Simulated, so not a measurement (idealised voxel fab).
This is a process module. Its name is voxel air gaps.
cross-section cut | 270 nm wide | cells 5 nm
Cross-section = grid of square cells, listed top down in bands; band = one or more rows. The band entry comprises the height of the band's top followed by the height of its bottom, expressed in nm, and subsequently the band's materials from left to right, each stated together with its width in nm. Where a single material is marked with the word "edge to edge", that material fills the band from edge to edge. The word "empty" represents empty space. Heights are measured from 0, the level below which the as-received wafer is all one material; the lowest band has no bottom and continues downward, written as in "top 0, no bottom". Width: "30->40" (first number = top row, second number = bottom row, same change from row to row of cells). Reading "nothing changed" for a step: not a cell of the cross-section changed in it. So "Enclosed voids" is basically the list of trapped voids: any empty space of 8 cells or more that can't reach the top through an opening. They're written width x height at distance, the distance being from the left edge, and it's all nm. Whatever follows a step's settings on its line is a remark the simulator itself makes about that step. overlay nm: mask offset rightward from planned place, masked step; negative means leftward offset.
Steps planned for the process:
1,RECEIVE: material Si
2,CONFORMAL_DEP: material SiO2, thk nm 15
3,CONFORMAL_DEP: material SiCN, thk nm 5
4,DIRECTIONAL_DEP: material SiO2, thk nm 30
5,PATTERN: tone open, mask id LINES, material resist, width nm 25, pitch nm 50, thk nm 20, overlay nm 0
6,DIRECTIONAL_ETCH: etch materials SiO2, depth nm 30
7,STRIP: etch materials resist
8,CONFORMAL_DEP: material TiN, thk nm 5
9,FILL_DEP: material Ru, thk nm 10
10,CMP: height nm 50
11,EPI: material Ru, thk nm 10
12,SELECTIVE_ETCH: etch materials SiO2, depth nm 40
13,CONFORMAL_DEP: material SiCN, thk nm 5
Cross-section of the wafer upon arrival, representing the state reached after step 1:
	top 0, no bottom | Si edge to edge
	Enclosed voids: none
The first of two wafers, cross-sectioned at the end of the module, with the run proceeding as planned:
	top 65, bottom 60 | 30 of empty | 205 of SiCN | 35 of empty
	top 60, bottom 50 | 30 of empty | 5 of SiCN | 45 of Ru | 5 of SiCN | 45 of Ru | 5 of SiCN | 45 of Ru | 5 of SiCN | 45 of Ru | 5 of SiCN | 35 of empty
	top 50, bottom 45 | 30 of empty | 15 of SiCN | 5 of TiN | 15 of Ru | 5 of TiN | 25 of SiCN | 5 of TiN | 15 of Ru | 5 of TiN | 25 of SiCN | 5 of TiN | 15 of Ru | 5 of TiN | 25 of SiCN | 5 of TiN | 15 of Ru | 5 of TiN | 15 of SiCN | 35 of empty
	top 45, bottom 25 | 40 of empty | 5 of SiCN | 5 of TiN | 15 of Ru | 5 of TiN | 5 of SiCN | 15 of empty | 5 of SiCN | 5 of TiN | 15 of Ru | 5 of TiN | 5 of SiCN | 15 of empty | 5 of SiCN | 5 of TiN | 15 of Ru | 5 of TiN | 5 of SiCN | 15 of empty | 5 of SiCN | 5 of TiN | 15 of Ru | 5 of TiN | 5 of SiCN | 45 of empty
	top 25, bottom 20 | 45 of SiCN | 25 of TiN | 25 of SiCN | 25 of TiN | 25 of SiCN | 25 of TiN | 25 of SiCN | 25 of TiN | 50 of SiCN
	top 20, bottom 15 | SiCN edge to edge
	top 15, bottom 0 | SiO2 edge to edge
	top 0, no bottom | Si edge to edge
	Enclosed voids: 15 x 20 at 75; 15 x 20 at 125; 15 x 20 at 175
So this is wafer number two of the two, cut at the end of the module - it started where the first did and had the same plan, we just got one thing wrong running it:
	top 60, bottom 50 | 35 of empty | 45 of Ru | 5 of empty | 45 of Ru | 5 of empty | 45 of Ru | 5 of empty | 45 of Ru | 40 of empty
	top 50, bottom 25 | 45 of empty | 5 of TiN | 15 of Ru | 5 of TiN | 25 of empty | 5 of TiN | 15 of Ru | 5 of TiN | 25 of empty | 5 of TiN | 15 of Ru | 5 of TiN | 25 of empty | 5 of TiN | 15 of Ru | 5 of TiN | 50 of empty
	top 25, bottom 20 | 45 of empty | 25 of TiN | 25 of empty | 25 of TiN | 25 of empty | 25 of TiN | 25 of empty | 25 of TiN | 50 of empty
	top 20, bottom 15 | SiCN edge to edge
	top 15, bottom 0 | SiO2 edge to edge
	top 0, no bottom | Si edge to edge
	Enclosed voids: none
The mistake made against the process plan was this: execution of step 13 of the plan did not take place, the step having been omitted
Wrapping up, a cell-based count of both wafers puts the second over or under the first for these materials: SiCN -138
Quick summary for you: first wafer finishes at 3 closed voids, second at 0.
